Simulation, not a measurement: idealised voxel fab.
Process module heading - voxel self aligned contacts
Section cut is 170 nm wide and gridded with 5 nm square cells.
Cross-section, as written here: a square-cell grid given band by band from the top down, where a band holds one or more rows of cells. It is stipulated that each band's entry specify, in nanometres, the height of the top of the band and then that of its bottom, followed by the materials of the band in left-to-right sequence, each together with its width in nanometres. A single material marked by the word "everywhere" is understood to fill the band from edge to edge; the word "empty" is understood to denote empty space. A quick word on heights: they are counted from 0, and under that level the wafer as it came to us is one material throughout. The lowest band is different from the rest in having no bottom; it simply continues downward, written as in "z 0 and below". The two numbers in a width such as "30..40" mark its ends across the band: the first belongs to the top row of cells, the second to the bottom row, and from each row to the next the width moves by the same amount. "nothing altered" -> step changed no cross-section cell. What "Cavities, closed" gives you is every empty space of 8 cells or more that is cut off from the top. Each appears as width x height at distance, with the distance taken from the left edge and width, height and distance all in nm. Whatever follows a step's settings on its line is a remark the simulator itself makes about that step. overlay nm: for a step with a mask, the amount by which the mask lay right of where it was planned; a negative amount means left of it.

**The following list gives the planned process steps**
| 1 | RECEIVE [material Si] |
| 2 | OXIDIZE [depth nm 5] |
| 3 | DIRECTIONAL_DEP [material polySi] [thk nm 25] |
| 4 | DIRECTIONAL_DEP [material SiN] [thk nm 20] |
| 5 | DIRECTIONAL_DEP [material aC] [thk nm 10] |
| 6 | PATTERN [tone cover] [mask id GATE] [material resist] [width nm 30] [pitch nm 65] [thk nm 30] [overlay nm 0] |
| 7 | DIRECTIONAL_ETCH [etch materials aC] [depth nm 10] |
| 8 | STRIP [etch materials resist] |
| 9 | DIRECTIONAL_ETCH [etch materials SiN] [depth nm 20] |
| 10 | DIRECTIONAL_ETCH [etch materials polySi] [depth nm 25] |
| 11 | STRIP [etch materials aC] |
| 12 | CONFORMAL_DEP [material SiN] [thk nm 10] |
| 13 | DIRECTIONAL_ETCH [etch materials SiN] [depth nm 10] |
| 14 | FILL_DEP [material SiO2] [thk nm 20] |
| 15 | CMP [height nm 55] |
| 16 | DIRECTIONAL_DEP [material aC] [thk nm 10] |
| 17 | PATTERN [tone open] [mask id CONTACT] [material resist] [width nm 45] [thk nm 25] [overlay nm 0] |
| 18 | DIRECTIONAL_ETCH [etch materials aC] [depth nm 10] |
| 19 | STRIP [etch materials resist] |
| 20 | DIRECTIONAL_ETCH [etch materials SiO2] [depth nm 60] |
| 21 | STRIP [etch materials aC] |
| 22 | CONFORMAL_DEP [material TiN] [thk nm 5] |
| 23 | FILL_DEP [material Ru] [thk nm 10] |
| 24 | CMP [height nm 55] |
| 25 | CONFORMAL_DEP [material SiCN] [thk nm 5] |

**Cross-section of the incoming wafer, state after step 1**
* z 0 and below: Si everywhere
* Cavities, closed: none

**The module was run from the start shown above using the plan shown above, but one mistake was made doing it; the resulting wafer cross-section is below**
* z 60 to 55: SiCN everywhere
* z 55 to 45: SiO2: 60, then TiN: 5..10, then Ru: 35..5, then TiN: 5..30, then SiO2: 65
* z 45 to 25: SiO2: 15, then SiN: 50, then TiN: 5, then Ru: 5, then TiN: 5, then SiN: 50, then SiO2: 40
* z 25 to 0: SiO2: 15, then SiN: 10, then polySi: 30, then SiN: 10, then TiN: 5, then Ru: 5, then TiN: 5, then SiN: 10, then polySi: 30, then SiN: 10, then SiO2: 40
* z 0 to -5: SiO2: 65, then TiN: 15, then SiO2: 90
* z -5 and below: Si everywhere
* Cavities, closed: none
Against the plan, the run slipped here: planned and actual differ for step 6; actual: PATTERN [tone cover] [mask id GATE] [material resist] [width nm 30] [pitch nm 65] [thk nm 30] [overlay nm -10]
